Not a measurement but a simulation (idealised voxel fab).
voxel spacer lines: a process module
Square cell edge 5 nm, section width 175 nm, ID cut.
A cross-section is a grid of square cells, given in bands from the top down. A band is one or more rows of cells. Top height, bottom height, nm. Materials left to right, width each, nm. Single material + "throughout" = fills band edge to edge. "empty" = empty. Counting heights begins at 0, where everything beneath is, in the wafer as received, one material. The lowest band has no bottom; it goes on downwards, as "z 0 and below" shows. The expression "30 to 40" gives the width at the extremes of the band, the first number at its top row of cells and the second at its bottom row, with the width changing by equal amounts from each row to the next in between. For the purposes of this document, the phrase "nothing changed" attached to a step denotes that no cell within the cross-section was modified by that step. "Unvented voids" - sealed voids, min. 8 cells, no opening to top; format: width x height at distance (distance from left edge; nm throughout). Anything after a step's settings on that line? It's the simulator's own note about the step. overlay nm: mask offset rightward from planned place, masked step; negative means leftward offset.
-- So here's the lineup of process steps we planned
step 1: RECEIVE (material Si)
step 2: CONFORMAL_DEP (material Al2O3; thk nm 5)
step 3: DIRECTIONAL_DEP (material TiN; thk nm 20)
step 4: DIRECTIONAL_DEP (material aC; thk nm 30)
step 5: PATTERN (tone cover; mask id MANDREL; material resist; width nm 20; pitch nm 60; thk nm 40; overlay nm 0)
step 6: DIRECTIONAL_ETCH (etch materials aC; depth nm 30)
step 7: STRIP (etch materials resist)
step 8: CONFORMAL_DEP (material SiO2; thk nm 10)
step 9: DIRECTIONAL_ETCH (etch materials SiO2; depth nm 10)
step 10: STRIP (etch materials aC)
step 11: DIRECTIONAL_ETCH (etch materials TiN; depth nm 20)
step 12: STRIP (etch materials SiO2)
-- First out of two wafers; run went to plan
-- as received, after step 1
> z 0 and below  Si throughout
> Unvented voids: none
-- The wafer in cross-section once step 2 is complete
> z 5 to 0  Al2O3 throughout
> Everything under 0 stays put, no change at all.
-- The wafer in cross-section once step 3 is complete
> z 25 to 5  TiN throughout
> Everything under 5 stays put, no change at all.
-- The wafer in cross-section once step 4 is complete
> z 55 to 25  aC throughout
> Everything under 25 stays put, no change at all.
-- The wafer in cross-section once step 5 is complete
> z 95 to 55  15 empty / 20 resist / 40 empty / 20 resist / 40 empty / 20 resist / 20 empty
> Everything under 55 stays put, no change at all.
-- The wafer in cross-section once step 6 is complete
> z 65 to 55  15 empty / 20 resist / 40 empty / 20 resist / 40 empty / 20 resist / 20 empty
> z 55 to 25  15 empty / 20 aC / 40 empty / 20 aC / 40 empty / 20 aC / 20 empty
> Everything under 25 stays put, no change at all.
-- The wafer in cross-section once step 7 is complete
> z 55 to 25  15 empty / 20 aC / 40 empty / 20 aC / 40 empty / 20 aC / 20 empty
> Everything under 25 stays put, no change at all.
-- The wafer in cross-section once step 8 is complete
> z 65 to 55  5 empty / 40 SiO2 / 20 empty / 40 SiO2 / 20 empty / 40 SiO2 / 10 empty
> z 55 to 35  5 empty / 10 SiO2 / 20 aC / 10 SiO2 / 20 empty / 10 SiO2 / 20 aC / 10 SiO2 / 20 empty / 10 SiO2 / 20 aC / 10 SiO2 / 10 empty
> z 35 to 25  15 SiO2 / 20 aC / 40 SiO2 / 20 aC / 40 SiO2 / 20 aC / 20 SiO2
> Everything under 25 stays put, no change at all.
-- The wafer in cross-section once step 9 is complete
> z 55 to 25  5 empty / 10 SiO2 / 20 aC / 10 SiO2 / 20 empty / 10 SiO2 / 20 aC / 10 SiO2 / 20 empty / 10 SiO2 / 20 aC / 10 SiO2 / 10 empty
> Everything under 25 stays put, no change at all.
-- The wafer in cross-section once step 10 is complete
> z 55 to 25  5 empty / 10 SiO2 / 20 empty / 10 SiO2 / 20 empty / 10 SiO2 / 20 empty / 10 SiO2 / 20 empty / 10 SiO2 / 20 empty / 10 SiO2 / 10 empty
> Everything under 25 stays put, no change at all.
-- The wafer in cross-section once step 11 is complete
> z 55 to 25  5 empty / 10 SiO2 / 20 empty / 10 SiO2 / 20 empty / 10 SiO2 / 20 empty / 10 SiO2 / 20 empty / 10 SiO2 / 20 empty / 10 SiO2 / 10 empty
> z 25 to 5  5 empty / 10 TiN / 20 empty / 10 TiN / 20 empty / 10 TiN / 20 empty / 10 TiN / 20 empty / 10 TiN / 20 empty / 10 TiN / 10 empty
> Everything under 5 stays put, no change at all.
-- The wafer in cross-section once step 12 is complete
> z 25 to 5  5 empty / 10 TiN / 20 empty / 10 TiN / 20 empty / 10 TiN / 20 empty / 10 TiN / 20 empty / 10 TiN / 20 empty / 10 TiN / 10 empty
> Everything under 5 stays put, no change at all.
-- Second wafer: same start and same plan as the first, one execution error; identical to the first through step 4
-- Second wafer cross-section, taken as of the time the plan sets for step 5 to be done
> z 95 to 55  15 resist / 20 empty / 40 resist / 20 empty / 40 resist / 20 empty / 20 resist
> Everything under 55 stays put, no change at all.
-- Second wafer cross-section, taken as of the time the plan sets for step 6 to be done
> z 65 to 55  15 resist / 20 empty / 40 resist / 20 empty / 40 resist / 20 empty / 20 resist
> z 55 to 25  15 aC / 20 empty / 40 aC / 20 empty / 40 aC / 20 empty / 20 aC
> Everything under 25 stays put, no change at all.
-- Second wafer cross-section, taken as of the time the plan sets for step 7 to be done
> z 55 to 25  15 aC / 20 empty / 40 aC / 20 empty / 40 aC / 20 empty / 20 aC
> Everything under 25 stays put, no change at all.
-- Second wafer cross-section, taken as of the time the plan sets for step 8 to be done
> z 65 to 55  SiO2 throughout
> z 55 to 25  15 aC / 20 SiO2 / 40 aC / 20 SiO2 / 40 aC / 20 SiO2 / 20 aC
> Everything under 25 stays put, no change at all.
-- Second wafer cross-section, taken as of the time the plan sets for step 9 to be done
> z 55 to 25  15 aC / 20 SiO2 / 40 aC / 20 SiO2 / 40 aC / 20 SiO2 / 20 aC
> Everything under 25 stays put, no change at all.
-- Second wafer cross-section, taken as of the time the plan sets for step 10 to be done
> z 55 to 25  15 empty / 20 SiO2 / 40 empty / 20 SiO2 / 40 empty / 20 SiO2 / 20 empty
> Everything under 25 stays put, no change at all.
-- Second wafer cross-section, taken as of the time the plan sets for step 11 to be done
> z 55 to 25  15 empty / 20 SiO2 / 40 empty / 20 SiO2 / 40 empty / 20 SiO2 / 20 empty
> z 25 to 5  15 empty / 20 TiN / 40 empty / 20 TiN / 40 empty / 20 TiN / 20 empty
> Everything under 5 stays put, no change at all.
-- Second wafer cross-section, taken as of the time the plan sets for step 12 to be done
> z 25 to 5  15 empty / 20 TiN / 40 empty / 20 TiN / 40 empty / 20 TiN / 20 empty
> Everything under 5 stays put, no change at all.
What was done differently from what was planned? step 5, actual vs plan mismatch, actual run PATTERN (tone open; mask id MANDREL; material resist; width nm 20; pitch nm 60; thk nm 40; overlay nm 0)
So at the finish, the second wafer's got exactly as many cells of each material as the first, just not in the same spots.
